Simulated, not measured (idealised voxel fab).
This is a process module. Its name is voxel transistor to metal.
Cross-section cut spans 155 nm and uses square cells 5 nm in size.
Cross-section layout: square cells on a grid; listed as bands, top to bottom; a band spans one or more cell rows.
Within each band entry, the heights of the top and of the bottom of the band appear first, in that order and in nm; the materials of the band then follow from left to right, each with its corresponding width in nm. The designation "full width" on a single material indicates that it fills the band from edge to edge; the designation "air" indicates empty space.
Height datum 0, below which the as-received substrate wafer is one material. Lowest band open at the bottom, running downward: "0 down".
With a width like "30..40", each row of cells in the band differs from the next by the same amount, the top row carrying the first number and the bottom row the second.
For the purposes of this document, the phrase "everything unchanged" attached to a step denotes that no cell within the cross-section was modified by that step.
"Voids, fully enclosed": empty spaces of 8 cells or more with no open way to the top, each given as width x height at distance, distance from the left edge, all in nm.
Past the settings on a step's line: simulator remark, on that step.
overlay nm: for a step with a mask, the amount by which the mask lay right of where it was planned; a negative amount means left of it.
Pairs from here to the end. Each: cross-section before one process step, cross-section after it, the latter only as far down as the lowest band that changed. Under each: the step between, and its settings. Mind that the pairs may be taken from different runs of this module on the same starting wafer; whether a pair continues from the pair above depends on its entry headed "Before processing", and it does only where that entry says so.
Before processing
    60 to 35: air 25 nm | Ru 20 nm | air 60 nm | Ru 20 nm | air 30 nm
    35 to 30: TiN full width
    30 to 15: SiO2 30 nm | TiN 5 nm | W 5 nm | TiN 5 nm | SiO2 65 nm | TiN 5 nm | W 5 nm | TiN 5 nm | SiO2 30 nm
    15 to 10: SiO2 30 nm | TiN 15 nm | SiO2 10 nm | SiN 5 nm | HfO2 5 nm | TiN 5 nm | W 10 nm | TiN 5 nm | HfO2 5 nm | SiN 5 nm | SiO2 15 nm | TiN 5 nm | W 5 nm | TiN 5 nm | SiO2 30 nm
    10 to 5: SiO2 30 nm | TiN 10 nm | SiGe 15 nm | SiN 5 nm | HfO2 5 nm | TiN 5 nm | W 10 nm | TiN 5 nm | HfO2 5 nm | SiN 5 nm | SiGe 15 nm | TiN 5 nm | W 5 nm | TiN 5 nm | SiO2 30 nm
    5 to 0: SiO2 10 nm | SiN 5 nm | SiO2 15 nm | TiN 10 nm | SiGe 15 nm | SiN 5 nm | HfO2 5 nm | TiN 20 nm | HfO2 5 nm | SiN 5 nm | SiGe 15 nm | TiN 5 nm | W 5 nm | TiN 5 nm | SiO2 10 nm | SiN 5 nm | SiO2 15 nm
    0 to -5: SiO2 30 nm | TiN 10 nm | SiGe 15 nm | HfO2 40 nm | SiGe 15 nm | TiN 15 nm | SiO2 30 nm
    -5 to -20: SiO2 15 nm | SiGe 40 nm | Si 40 nm | SiGe 40 nm | SiO2 20 nm
    -20 down: Si full width
    Voids, fully enclosed: none
Sectional View, Post-Process
    60 to 35: air 25 nm | Ru 20 nm | air 60 nm | Ru 20 nm | air 30 nm
    35 to 30: air 25 nm | TiN 20 nm | air 60 nm | TiN 20 nm | air 30 nm
    Everything under 30 stays put, no change at all.
    Voids, fully enclosed: none
What was done to get from the before section above to the after section? MASKED_ETCH: tone cover, mask id METAL_1, width nm 20, pitch nm 80, etch materials TiN, depth nm 5, overlay nm 0
Before processing: this step begins from the cross-section that the pair just above shows after its step.
Sectional View, Post-Process
    70 to 60: lowk full width
    60 to 35: lowk 25 nm | Ru 20 nm | lowk 60 nm | Ru 20 nm | lowk 30 nm
    35 to 30: lowk 25 nm | TiN 20 nm | lowk 60 nm | TiN 20 nm | lowk 30 nm
    Everything under 30 stays put, no change at all.
    Voids, fully enclosed: none
What was done to get from the before section above to the after section? FILL_DEP: material lowk, thk nm 10
Before processing: this step begins from the cross-section that the pair just above shows after its step.
Sectional View, Post-Process
    60 to 35: lowk 25 nm | Ru 20 nm | lowk 60 nm | Ru 20 nm | lowk 30 nm
    Everything under 35 stays put, no change at all.
    Voids, fully enclosed: none
What was done to get from the before section above to the after section? CMP: height nm 60
Before processing: this step begins from the cross-section that the pair just above shows after its step.
Sectional View, Post-Process
    65 to 60: SiCN full width
    Everything under 60 stays put, no change at all.
    Voids, fully enclosed: none
What was done to get from the before section above to the after section? CONFORMAL_DEP: material SiCN, thk nm 5
Before processing: this step begins from the cross-section that the pair just above shows after its step.
Sectional View, Post-Process
    100 to 65: SiO2 full width
    Everything under 65 stays put, no change at all.
    Voids, fully enclosed: none
What was done to get from the before section above to the after section? DIRECTIONAL_DEP: material SiO2, thk nm 35
Before processing: this step begins from the cross-section that the pair just above shows after its step.
Sectional View, Post-Process
    100 to 80: SiO2 25 nm | air 20 nm | SiO2 60 nm | air 20 nm | SiO2 30 nm
    Everything under 80 stays put, no change at all.
    Voids, fully enclosed: none
What was done to get from the before section above to the after section? MASKED_ETCH: tone open, mask id METAL_2, width nm 20, pitch nm 80, etch materials SiO2, depth nm 20, overlay nm 0
Before processing: this step begins from the cross-section that the pair just above shows after its step.
Sectional View, Post-Process
    110 to 100: aC 25 nm | air 20 nm | aC 60 nm | air 20 nm | aC 30 nm
    100 to 90: SiO2 25 nm | air 20 nm | SiO2 60 nm | air 20 nm | SiO2 30 nm
    90 to 80: SiO2 25 nm | aC 20 nm | SiO2 60 nm | aC 20 nm | SiO2 30 nm
    Everything under 80 stays put, no change at all.
    Voids, fully enclosed: none
What was done to get from the before section above to the after section? DIRECTIONAL_DEP: material aC, thk nm 10
Before processing: this step begins from the cross-section that the pair just above shows after its step.
Sectional View, Post-Process
    140 to 110: resist 25 nm | air 15 nm | resist 65 nm | air 15 nm | resist 35 nm
    110 to 100: aC 25 nm | air 15 nm | resist 5 nm | aC 60 nm | air 15 nm | resist 5 nm | aC 30 nm
    100 to 90: SiO2 25 nm | air 15 nm | resist 5 nm | SiO2 60 nm | air 15 nm | resist 5 nm | SiO2 30 nm
    Everything under 90 stays put, no change at all.
    Voids, fully enclosed: none
What was done to get from the before section above to the after section? PATTERN: tone open, mask id METAL_2_HOLES, material resist, width nm 15, pitch nm 80, thk nm 30, overlay nm 0
Before processing: this step begins from the cross-section that the pair just above shows after its step.
Sectional View, Post-Process
    130 to 110: resist 25 nm | air 15 nm | resist 65 nm | air 15 nm | resist 35 nm
    110 to 100: aC 25 nm | air 15 nm | resist 5 nm | aC 60 nm | air 15 nm | resist 5 nm | aC 30 nm
    100 to 90: SiO2 25 nm | air 15 nm | resist 5 nm | SiO2 60 nm | air 15 nm | resist 5 nm | SiO2 30 nm
    90 to 80: SiO2 25 nm | air 15 nm | aC 5 nm | SiO2 60 nm | air 15 nm | aC 5 nm | SiO2 30 nm
    Everything under 80 stays put, no change at all.
    Voids, fully enclosed: none
What was done to get from the before section above to the after section? DIRECTIONAL_ETCH: etch materials aC, depth nm 10
Before processing: this step begins from the cross-section that the pair just above shows after its step.
Sectional View, Post-Process
    110 to 100: aC 25 nm | air 20 nm | aC 60 nm | air 20 nm | aC 30 nm
    100 to 90: SiO2 25 nm | air 20 nm | SiO2 60 nm | air 20 nm | SiO2 30 nm
    Everything under 90 stays put, no change at all.
    Voids, fully enclosed: none
What was done to get from the before section above to the after section? STRIP: etch materials resist
Before processing: this step begins from the cross-section that the pair just above shows after its step.
Sectional View, Post-Process
    110 to 100: aC 25 nm | air 20 nm | aC 60 nm | air 20 nm | aC 30 nm
    100 to 90: SiO2 25 nm | air 20 nm | SiO2 60 nm | air 20 nm | SiO2 30 nm
    90 to 80: SiO2 25 nm | air 15 nm | aC 5 nm | SiO2 60 nm | air 15 nm | aC 5 nm | SiO2 30 nm
    80 to 65: SiO2 25 nm | air 15 nm | SiO2 65 nm | air 15 nm | SiO2 35 nm
    Everything under 65 stays put, no change at all.
    Voids, fully enclosed: none
What was done to get from the before section above to the after section? DIRECTIONAL_ETCH: etch materials SiO2, depth nm 15
Before processing: this step begins from the cross-section that the pair just above shows after its step.
Sectional View, Post-Process
    110 to 100: aC 25 nm | air 20 nm | aC 60 nm | air 20 nm | aC 30 nm
    100 to 90: SiO2 25 nm | air 20 nm | SiO2 60 nm | air 20 nm | SiO2 30 nm
    90 to 80: SiO2 25 nm | air 15 nm | aC 5 nm | SiO2 60 nm | air 15 nm | aC 5 nm | SiO2 30 nm
    80 to 65: SiO2 25 nm | air 15 nm | SiO2 65 nm | air 15 nm | SiO2 35 nm
    65 to 60: SiCN 25 nm | air 15 nm | SiCN 65 nm | air 15 nm | SiCN 35 nm
    Everything under 60 stays put, no change at all.
    Voids, fully enclosed: none
What was done to get from the before section above to the after section? DIRECTIONAL_ETCH: etch materials SiCN, depth nm 5
Before processing: this step begins from the cross-section that the pair just above shows after its step.
Sectional View, Post-Process
    100 to 80: SiO2 25 nm | air 20 nm | SiO2 60 nm | air 20 nm | SiO2 30 nm
    Everything under 80 stays put, no change at all.
    Voids, fully enclosed: none
What was done to get from the before section above to the after section? STRIP: etch materials aC
Before processing: this step begins from the cross-section that the pair just above shows after its step.
Sectional View, Post-Process
    105 to 100: TiN 30 nm | air 10 nm | TiN 70 nm | air 10 nm | TiN 35 nm
    100 to 85: SiO2 25 nm | TiN 5 nm | air 10 nm | TiN 5 nm | SiO2 60 nm | TiN 5 nm | air 10 nm | TiN 5 nm | SiO2 30 nm
    85 to 80: SiO2 25 nm | TiN 5 nm | air 5 nm | TiN 10 nm | SiO2 60 nm | TiN 5 nm | air 5 nm | TiN 10 nm | SiO2 30 nm
    80 to 65: SiO2 25 nm | TiN 5 nm | air 5 nm | TiN 5 nm | SiO2 65 nm | TiN 5 nm | air 5 nm | TiN 5 nm | SiO2 35 nm
    65 to 60: SiCN 25 nm | TiN 15 nm | SiCN 65 nm | TiN 15 nm | SiCN 35 nm
    Everything under 60 stays put, no change at all.
    Voids, fully enclosed: none
What was done to get from the before section above to the after section? CONFORMAL_DEP: material TiN, thk nm 5
Before processing: this step begins from the cross-section that the pair just above shows after its step.
Sectional View, Post-Process
    115 to 105: Cu full width
    105 to 100: TiN 30 nm | Cu 10 nm | TiN 70 nm | Cu 10 nm | TiN 35 nm
    100 to 85: SiO2 25 nm | TiN 5 nm | Cu 10 nm | TiN 5 nm | SiO2 60 nm | TiN 5 nm | Cu 10 nm | TiN 5 nm | SiO2 30 nm
    85 to 80: SiO2 25 nm | TiN 5 nm | Cu 5 nm | TiN 10 nm | SiO2 60 nm | TiN 5 nm | Cu 5 nm | TiN 10 nm | SiO2 30 nm
    80 to 65: SiO2 25 nm | TiN 5 nm | Cu 5 nm | TiN 5 nm | SiO2 65 nm | TiN 5 nm | Cu 5 nm | TiN 5 nm | SiO2 35 nm
    Everything under 65 stays put, no change at all.
    Voids, fully enclosed: none
What was done to get from the before section above to the after section? FILL_DEP: material Cu, thk nm 10
Before processing: this step begins from the cross-section that the pair just above shows after its step.
Sectional View, Post-Process
    100 to 85: SiO2 25 nm | TiN 5 nm | Cu 10 nm | TiN 5 nm | SiO2 60 nm | TiN 5 nm | Cu 10 nm | TiN 5 nm | SiO2 30 nm
    Everything under 85 stays put, no change at all.
    Voids, fully enclosed: none
What was done to get from the before section above to the after section? CMP: height nm 100
Before processing: this step begins from the cross-section that the pair just above shows after its step.
Sectional View, Post-Process
    105 to 100: SiCN full width
    Everything under 100 stays put, no change at all.
    Voids, fully enclosed: none
What was done to get from the before section above to the after section? CONFORMAL_DEP: material SiCN, thk nm 5
Before processing
    60 to 35: air 25 nm | Ru 20 nm | air 60 nm | Ru 20 nm | air 30 nm
    35 to 30: TiN full width
    30 to 15: SiO2 25 nm | TiN 5 nm | W 10 nm | TiN 5 nm | SiO2 60 nm | TiN 5 nm | W 10 nm | TiN 5 nm | SiO2 30 nm
    15 to 10: SiO2 25 nm | TiN 5 nm | W 5 nm | TiN 10 nm | SiO2 10 nm | SiN 5 nm | HfO2 5 nm | TiN 5 nm | W 10 nm | TiN 5 nm | HfO2 5 nm | SiN 5 nm | SiO2 10 nm | TiN 10 nm | W 5 nm | TiN 5 nm | SiO2 30 nm
    10 to 5: SiO2 25 nm | TiN 5 nm | W 5 nm | TiN 5 nm | SiGe 15 nm | SiN 5 nm | HfO2 5 nm | TiN 5 nm | W 10 nm | TiN 5 nm | HfO2 5 nm | SiN 5 nm | SiGe 15 nm | TiN 5 nm | W 5 nm | TiN 5 nm | SiO2 30 nm
    5 to 0: SiO2 10 nm | SiN 5 nm | SiO2 10 nm | TiN 5 nm | W 5 nm | TiN 5 nm | SiGe 15 nm | SiN 5 nm | HfO2 5 nm | TiN 20 nm | HfO2 5 nm | SiN 5 nm | SiGe 15 nm | TiN 5 nm | W 5 nm | TiN 5 nm | SiO2 10 nm | SiN 5 nm | SiO2 15 nm
    0 to -5: SiO2 25 nm | TiN 15 nm | SiGe 15 nm | HfO2 40 nm | SiGe 15 nm | TiN 15 nm | SiO2 30 nm
    -5 to -20: SiO2 15 nm | SiGe 40 nm | Si 40 nm | SiGe 40 nm | SiO2 20 nm
    -20 down: Si full width
    Voids, fully enclosed: none
Sectional View, Post-Process
    60 to 35: air 25 nm | Ru 20 nm | air 60 nm | Ru 20 nm | air 30 nm
    35 to 30: air 20 nm | TiN 25 nm | air 55 nm | TiN 25 nm | air 30 nm
    Everything under 30 stays put, no change at all.
    Voids, fully enclosed: none
What was done to get from the before section above to the after section? MASKED_ETCH: tone cover, mask id METAL_1, width nm 20, pitch nm 80, etch materials TiN, depth nm 5, overlay nm -5
Before processing: this step begins from the cross-section that the pair just above shows after its step.
Sectional View, Post-Process
    70 to 60: lowk full width
    60 to 35: lowk 25 nm | Ru 20 nm | lowk 60 nm | Ru 20 nm | lowk 30 nm
    35 to 30: lowk 20 nm | TiN 25 nm | lowk 55 nm | TiN 25 nm | lowk 30 nm
    Everything under 30 stays put, no change at all.
    Voids, fully enclosed: none
What was done to get from the before section above to the after section? FILL_DEP: material lowk, thk nm 10
Before processing: this step begins from the cross-section that the pair just above shows after its step.
Sectional View, Post-Process
    60 to 35: lowk 25 nm | Ru 20 nm | lowk 60 nm | Ru 20 nm | lowk 30 nm
    Everything under 35 stays put, no change at all.
    Voids, fully enclosed: none
What was done to get from the before section above to the after section? CMP: height nm 60
Before processing: this step begins from the cross-section that the pair just above shows after its step.
Sectional View, Post-Process
    65 to 60: SiCN full width
    Everything under 60 stays put, no change at all.
    Voids, fully enclosed: none
What was done to get from the before section above to the after section? CONFORMAL_DEP: material SiCN, thk nm 5
Before processing: this step begins from the cross-section that the pair just above shows after its step.
Sectional View, Post-Process
    100 to 65: SiO2 full width
    Everything under 65 stays put, no change at all.
    Voids, fully enclosed: none
What was done to get from the before section above to the after section? DIRECTIONAL_DEP: material SiO2, thk nm 35
Before processing: this step begins from the cross-section that the pair just above shows after its step.
Sectional View, Post-Process
    100 to 80: SiO2 25 nm | air 20 nm | SiO2 60 nm | air 20 nm | SiO2 30 nm
    Everything under 80 stays put, no change at all.
    Voids, fully enclosed: none
What was done to get from the before section above to the after section? MASKED_ETCH: tone open, mask id METAL_2, width nm 20, pitch nm 80, etch materials SiO2, depth nm 20, overlay nm 0
Before processing: this step begins from the cross-section that the pair just above shows after its step.
Sectional View, Post-Process
    110 to 100: aC 25 nm | air 20 nm | aC 60 nm | air 20 nm | aC 30 nm
    100 to 90: SiO2 25 nm | air 20 nm | SiO2 60 nm | air 20 nm | SiO2 30 nm
    90 to 80: SiO2 25 nm | aC 20 nm | SiO2 60 nm | aC 20 nm | SiO2 30 nm
    Everything under 80 stays put, no change at all.
    Voids, fully enclosed: none
What was done to get from the before section above to the after section? DIRECTIONAL_DEP: material aC, thk nm 10
Before processing: this step begins from the cross-section that the pair just above shows after its step.
Sectional View, Post-Process
    140 to 110: resist 25 nm | air 15 nm | resist 65 nm | air 15 nm | resist 35 nm
    110 to 100: aC 25 nm | air 15 nm | resist 5 nm | aC 60 nm | air 15 nm | resist 5 nm | aC 30 nm
    100 to 90: SiO2 25 nm | air 15 nm | resist 5 nm | SiO2 60 nm | air 15 nm | resist 5 nm | SiO2 30 nm
    Everything under 90 stays put, no change at all.
    Voids, fully enclosed: none
What was done to get from the before section above to the after section? PATTERN: tone open, mask id METAL_2_HOLES, material resist, width nm 15, pitch nm 80, thk nm 30, overlay nm 0
Before processing: this step begins from the cross-section that the pair just above shows after its step.
Sectional View, Post-Process
    130 to 110: resist 25 nm | air 15 nm | resist 65 nm | air 15 nm | resist 35 nm
    110 to 100: aC 25 nm | air 15 nm | resist 5 nm | aC 60 nm | air 15 nm | resist 5 nm | aC 30 nm
    100 to 90: SiO2 25 nm | air 15 nm | resist 5 nm | SiO2 60 nm | air 15 nm | resist 5 nm | SiO2 30 nm
    90 to 80: SiO2 25 nm | air 15 nm | aC 5 nm | SiO2 60 nm | air 15 nm | aC 5 nm | SiO2 30 nm
    Everything under 80 stays put, no change at all.
    Voids, fully enclosed: none
What was done to get from the before section above to the after section? DIRECTIONAL_ETCH: etch materials aC, depth nm 10
Before processing: this step begins from the cross-section that the pair just above shows after its step.
Sectional View, Post-Process
    110 to 100: aC 25 nm | air 20 nm | aC 60 nm | air 20 nm | aC 30 nm
    100 to 90: SiO2 25 nm | air 20 nm | SiO2 60 nm | air 20 nm | SiO2 30 nm
    Everything under 90 stays put, no change at all.
    Voids, fully enclosed: none
What was done to get from the before section above to the after section? STRIP: etch materials resist
Before processing: this step begins from the cross-section that the pair just above shows after its step.
Sectional View, Post-Process
    110 to 100: aC 25 nm | air 20 nm | aC 60 nm | air 20 nm | aC 30 nm
    100 to 90: SiO2 25 nm | air 20 nm | SiO2 60 nm | air 20 nm | SiO2 30 nm
    90 to 80: SiO2 25 nm | air 15 nm | aC 5 nm | SiO2 60 nm | air 15 nm | aC 5 nm | SiO2 30 nm
    80 to 65: SiO2 25 nm | air 15 nm | SiO2 65 nm | air 15 nm | SiO2 35 nm
    Everything under 65 stays put, no change at all.
    Voids, fully enclosed: none
What was done to get from the before section above to the after section? DIRECTIONAL_ETCH: etch materials SiO2, depth nm 15
Before processing: this step begins from the cross-section that the pair just above shows after its step.
Sectional View, Post-Process
    110 to 100: aC 25 nm | air 20 nm | aC 60 nm | air 20 nm | aC 30 nm
    100 to 90: SiO2 25 nm | air 20 nm | SiO2 60 nm | air 20 nm | SiO2 30 nm
    90 to 80: SiO2 25 nm | air 15 nm | aC 5 nm | SiO2 60 nm | air 15 nm | aC 5 nm | SiO2 30 nm
    80 to 65: SiO2 25 nm | air 15 nm | SiO2 65 nm | air 15 nm | SiO2 35 nm
    65 to 60: SiCN 25 nm | air 15 nm | SiCN 65 nm | air 15 nm | SiCN 35 nm
    Everything under 60 stays put, no change at all.
    Voids, fully enclosed: none
What was done to get from the before section above to the after section? DIRECTIONAL_ETCH: etch materials SiCN, depth nm 5
Before processing: this step begins from the cross-section that the pair just above shows after its step.
Sectional View, Post-Process
    100 to 80: SiO2 25 nm | air 20 nm | SiO2 60 nm | air 20 nm | SiO2 30 nm
    Everything under 80 stays put, no change at all.
    Voids, fully enclosed: none
What was done to get from the before section above to the after section? STRIP: etch materials aC
Before processing: this step begins from the cross-section that the pair just above shows after its step.
Sectional View, Post-Process
    105 to 100: TiN 30 nm | air 10 nm | TiN 70 nm | air 10 nm | TiN 35 nm
    100 to 85: SiO2 25 nm | TiN 5 nm | air 10 nm | TiN 5 nm | SiO2 60 nm | TiN 5 nm | air 10 nm | TiN 5 nm | SiO2 30 nm
    85 to 80: SiO2 25 nm | TiN 5 nm | air 5 nm | TiN 10 nm | SiO2 60 nm | TiN 5 nm | air 5 nm | TiN 10 nm | SiO2 30 nm
    80 to 65: SiO2 25 nm | TiN 5 nm | air 5 nm | TiN 5 nm | SiO2 65 nm | TiN 5 nm | air 5 nm | TiN 5 nm | SiO2 35 nm
    65 to 60: SiCN 25 nm | TiN 15 nm | SiCN 65 nm | TiN 15 nm | SiCN 35 nm
    Everything under 60 stays put, no change at all.
    Voids, fully enclosed: none
What was done to get from the before section above to the after section? CONFORMAL_DEP: material TiN, thk nm 5
Before processing: this step begins from the cross-section that the pair just above shows after its step.
Sectional View, Post-Process
    115 to 105: Cu full width
    105 to 100: TiN 30 nm | Cu 10 nm | TiN 70 nm | Cu 10 nm | TiN 35 nm
    100 to 85: SiO2 25 nm | TiN 5 nm | Cu 10 nm | TiN 5 nm | SiO2 60 nm | TiN 5 nm | Cu 10 nm | TiN 5 nm | SiO2 30 nm
    85 to 80: SiO2 25 nm | TiN 5 nm | Cu 5 nm | TiN 10 nm | SiO2 60 nm | TiN 5 nm | Cu 5 nm | TiN 10 nm | SiO2 30 nm
    80 to 65: SiO2 25 nm | TiN 5 nm | Cu 5 nm | TiN 5 nm | SiO2 65 nm | TiN 5 nm | Cu 5 nm | TiN 5 nm | SiO2 35 nm
    Everything under 65 stays put, no change at all.
    Voids, fully enclosed: none
What was done to get from the before section above to the after section? FILL_DEP: material Cu, thk nm 10
Before processing: this step begins from the cross-section that the pair just above shows after its step.
Sectional View, Post-Process
    100 to 85: SiO2 25 nm | TiN 5 nm | Cu 10 nm | TiN 5 nm | SiO2 60 nm | TiN 5 nm | Cu 10 nm | TiN 5 nm | SiO2 30 nm
    Everything under 85 stays put, no change at all.
    Voids, fully enclosed: none
What was done to get from the before section above to the after section? CMP: height nm 100
Before processing: this step begins from the cross-section that the pair just above shows after its step.
Sectional View, Post-Process
    105 to 100: SiCN full width
    Everything under 100 stays put, no change at all.
    Voids, fully enclosed: none
What was done to get from the before section above to the after section? CONFORMAL_DEP: material SiCN, thk nm 5
Before processing
    60 to 35: lowk 25 nm | Ru 20 nm | lowk 60 nm | Ru 20 nm | lowk 30 nm
    35 to 30: lowk 25 nm | TiN 20 nm | lowk 60 nm | TiN 20 nm | lowk 30 nm
    30 to 15: SiO2 25 nm | TiN 5 nm | W 10 nm | TiN 5 nm | SiO2 60 nm | TiN 5 nm | W 10 nm | TiN 5 nm | SiO2 30 nm
    15 to 10: SiO2 25 nm | TiN 5 nm | W 5 nm | TiN 10 nm | SiO2 10 nm | SiN 5 nm | HfO2 5 nm | TiN 5 nm | W 10 nm | TiN 5 nm | HfO2 5 nm | SiN 5 nm | SiO2 10 nm | TiN 10 nm | W 5 nm | TiN 5 nm | SiO2 30 nm
    10 to 5: SiO2 25 nm | TiN 5 nm | W 5 nm | TiN 5 nm | SiGe 15 nm | SiN 5 nm | HfO2 5 nm | TiN 5 nm | W 10 nm | TiN 5 nm | HfO2 5 nm | SiN 5 nm | SiGe 15 nm | TiN 5 nm | W 5 nm | TiN 5 nm | SiO2 30 nm
    5 to 0: SiO2 10 nm | SiN 5 nm | SiO2 10 nm | TiN 5 nm | W 5 nm | TiN 5 nm | SiGe 15 nm | SiN 5 nm | HfO2 5 nm | TiN 20 nm | HfO2 5 nm | SiN 5 nm | SiGe 15 nm | TiN 5 nm | W 5 nm | TiN 5 nm | SiO2 10 nm | SiN 5 nm | SiO2 15 nm
    0 to -5: SiO2 25 nm | TiN 15 nm | SiGe 15 nm | HfO2 40 nm | SiGe 15 nm | TiN 15 nm | SiO2 30 nm
    -5 to -20: SiO2 15 nm | SiGe 40 nm | Si 40 nm | SiGe 40 nm | SiO2 20 nm
    -20 down: Si full width
    Voids, fully enclosed: none
Sectional View, Post-Process
    65 to 60: lowk full width
    Everything under 60 stays put, no change at all.
    Voids, fully enclosed: none
What was done to get from the before section above to the after section? CONFORMAL_DEP: material lowk, thk nm 5
Before processing: this step begins from the cross-section that the pair just above shows after its step.
Sectional View, Post-Process
    100 to 65: SiO2 full width
    Everything under 65 stays put, no change at all.
    Voids, fully enclosed: none
What was done to get from the before section above to the after section? DIRECTIONAL_DEP: material SiO2, thk nm 35
Before processing: this step begins from the cross-section that the pair just above shows after its step.
Sectional View, Post-Process
    100 to 80: SiO2 25 nm | air 20 nm | SiO2 60 nm | air 20 nm | SiO2 30 nm
    Everything under 80 stays put, no change at all.
    Voids, fully enclosed: none
What was done to get from the before section above to the after section? MASKED_ETCH: tone open, mask id METAL_2, width nm 20, pitch nm 80, etch materials SiO2, depth nm 20, overlay nm 0
Before processing: this step begins from the cross-section that the pair just above shows after its step.
Sectional View, Post-Process
    110 to 100: aC 25 nm | air 20 nm | aC 60 nm | air 20 nm | aC 30 nm
    100 to 90: SiO2 25 nm | air 20 nm | SiO2 60 nm | air 20 nm | SiO2 30 nm
    90 to 80: SiO2 25 nm | aC 20 nm | SiO2 60 nm | aC 20 nm | SiO2 30 nm
    Everything under 80 stays put, no change at all.
    Voids, fully enclosed: none
What was done to get from the before section above to the after section? DIRECTIONAL_DEP: material aC, thk nm 10
Before processing: this step begins from the cross-section that the pair just above shows after its step.
Sectional View, Post-Process
    140 to 110: resist 25 nm | air 15 nm | resist 65 nm | air 15 nm | resist 35 nm
    110 to 100: aC 25 nm | air 15 nm | resist 5 nm | aC 60 nm | air 15 nm | resist 5 nm | aC 30 nm
    100 to 90: SiO2 25 nm | air 15 nm | resist 5 nm | SiO2 60 nm | air 15 nm | resist 5 nm | SiO2 30 nm
    Everything under 90 stays put, no change at all.
    Voids, fully enclosed: none
What was done to get from the before section above to the after section? PATTERN: tone open, mask id METAL_2_HOLES, material resist, width nm 15, pitch nm 80, thk nm 30, overlay nm 0
Before processing: this step begins from the cross-section that the pair just above shows after its step.
Sectional View, Post-Process
    130 to 110: resist 25 nm | air 15 nm | resist 65 nm | air 15 nm | resist 35 nm
    110 to 100: aC 25 nm | air 15 nm | resist 5 nm | aC 60 nm | air 15 nm | resist 5 nm | aC 30 nm
    100 to 90: SiO2 25 nm | air 15 nm | resist 5 nm | SiO2 60 nm | air 15 nm | resist 5 nm | SiO2 30 nm
    90 to 80: SiO2 25 nm | air 15 nm | aC 5 nm | SiO2 60 nm | air 15 nm | aC 5 nm | SiO2 30 nm
    Everything under 80 stays put, no change at all.
    Voids, fully enclosed: none
What was done to get from the before section above to the after section? DIRECTIONAL_ETCH: etch materials aC, depth nm 10
Before processing: this step begins from the cross-section that the pair just above shows after its step.
Sectional View, Post-Process
    110 to 100: aC 25 nm | air 20 nm | aC 60 nm | air 20 nm | aC 30 nm
    100 to 90: SiO2 25 nm | air 20 nm | SiO2 60 nm | air 20 nm | SiO2 30 nm
    Everything under 90 stays put, no change at all.
    Voids, fully enclosed: none
What was done to get from the before section above to the after section? STRIP: etch materials resist
Before processing: this step begins from the cross-section that the pair just above shows after its step.
Sectional View, Post-Process
    110 to 100: aC 25 nm | air 20 nm | aC 60 nm | air 20 nm | aC 30 nm
    100 to 90: SiO2 25 nm | air 20 nm | SiO2 60 nm | air 20 nm | SiO2 30 nm
    90 to 80: SiO2 25 nm | air 15 nm | aC 5 nm | SiO2 60 nm | air 15 nm | aC 5 nm | SiO2 30 nm
    80 to 65: SiO2 25 nm | air 15 nm | SiO2 65 nm | air 15 nm | SiO2 35 nm
    Everything under 65 stays put, no change at all.
    Voids, fully enclosed: none
What was done to get from the before section above to the after section? DIRECTIONAL_ETCH: etch materials SiO2, depth nm 15
Before processing: this step begins from the cross-section that the pair just above shows after its step.
Sectional View, Post-Process
    100 to 80: SiO2 25 nm | air 20 nm | SiO2 60 nm | air 20 nm | SiO2 30 nm
    Everything under 80 stays put, no change at all.
    Voids, fully enclosed: none
What was done to get from the before section above to the after section? STRIP: etch materials aC
Before processing: this step begins from the cross-section that the pair just above shows after its step.
Sectional View, Post-Process
    105 to 100: TiN 30 nm | air 10 nm | TiN 70 nm | air 10 nm | TiN 35 nm
    100 to 85: SiO2 25 nm | TiN 5 nm | air 10 nm | TiN 5 nm | SiO2 60 nm | TiN 5 nm | air 10 nm | TiN 5 nm | SiO2 30 nm
    85 to 80: SiO2 25 nm | TiN 5 nm | air 5 nm | TiN 10 nm | SiO2 60 nm | TiN 5 nm | air 5 nm | TiN 10 nm | SiO2 30 nm
    80 to 70: SiO2 25 nm | TiN 5 nm | air 5 nm | TiN 5 nm | SiO2 65 nm | TiN 5 nm | air 5 nm | TiN 5 nm | SiO2 35 nm
    70 to 65: SiO2 25 nm | TiN 15 nm | SiO2 65 nm | TiN 15 nm | SiO2 35 nm
    Everything under 65 stays put, no change at all.
    Voids, fully enclosed: none
What was done to get from the before section above to the after section? CONFORMAL_DEP: material TiN, thk nm 5
Before processing: this step begins from the cross-section that the pair just above shows after its step.
Sectional View, Post-Process
    115 to 105: Cu full width
    105 to 100: TiN 30 nm | Cu 10 nm | TiN 70 nm | Cu 10 nm | TiN 35 nm
    100 to 85: SiO2 25 nm | TiN 5 nm | Cu 10 nm | TiN 5 nm | SiO2 60 nm | TiN 5 nm | Cu 10 nm | TiN 5 nm | SiO2 30 nm
    85 to 80: SiO2 25 nm | TiN 5 nm | Cu 5 nm | TiN 10 nm | SiO2 60 nm | TiN 5 nm | Cu 5 nm | TiN 10 nm | SiO2 30 nm
    80 to 70: SiO2 25 nm | TiN 5 nm | Cu 5 nm | TiN 5 nm | SiO2 65 nm | TiN 5 nm | Cu 5 nm | TiN 5 nm | SiO2 35 nm
    Everything under 70 stays put, no change at all.
    Voids, fully enclosed: none
What was done to get from the before section above to the after section? FILL_DEP: material Cu, thk nm 10
Before processing: this step begins from the cross-section that the pair just above shows after its step.
Sectional View, Post-Process
    100 to 85: SiO2 25 nm | TiN 5 nm | Cu 10 nm | TiN 5 nm | SiO2 60 nm | TiN 5 nm | Cu 10 nm | TiN 5 nm | SiO2 30 nm
    Everything under 85 stays put, no change at all.
    Voids, fully enclosed: none
What was done to get from the before section above to the after section? CMP: height nm 100
Before processing: this step begins from the cross-section that the pair just above shows after its step.
Sectional View, Post-Process
    105 to 100: SiCN full width
    Everything under 100 stays put, no change at all.
    Voids, fully enclosed: none
What was done to get from the before section above to the after section? CONFORMAL_DEP: material SiCN, thk nm 5
Before processing
    40 to 35: SiCN 10 nm | air 130 nm | SiCN 15 nm
    35 to 25: SiCN full width
    25 to 20: polySi 10 nm | SiCN 130 nm | polySi 15 nm
    20 to 5: polySi full width
    5 to 0: SiO2 10 nm | polySi 130 nm | SiO2 15 nm
    0 to -5: SiO2 full width
    -5 to -20: SiO2 15 nm | Si 120 nm | SiO2 20 nm
    -20 down: Si full width
    Voids, fully enclosed: none
Sectional View, Post-Process
    55 to 40: resist 60 nm | air 30 nm | resist 65 nm
    40 to 35: SiCN 10 nm | resist 50 nm | air 30 nm | resist 50 nm | SiCN 15 nm
    Everything under 35 stays put, no change at all.
    Voids, fully enclosed: none
What was done to get from the before section above to the after section? PATTERN: tone open, mask id GATE, material resist, width nm 30, thk nm 15, overlay nm 0
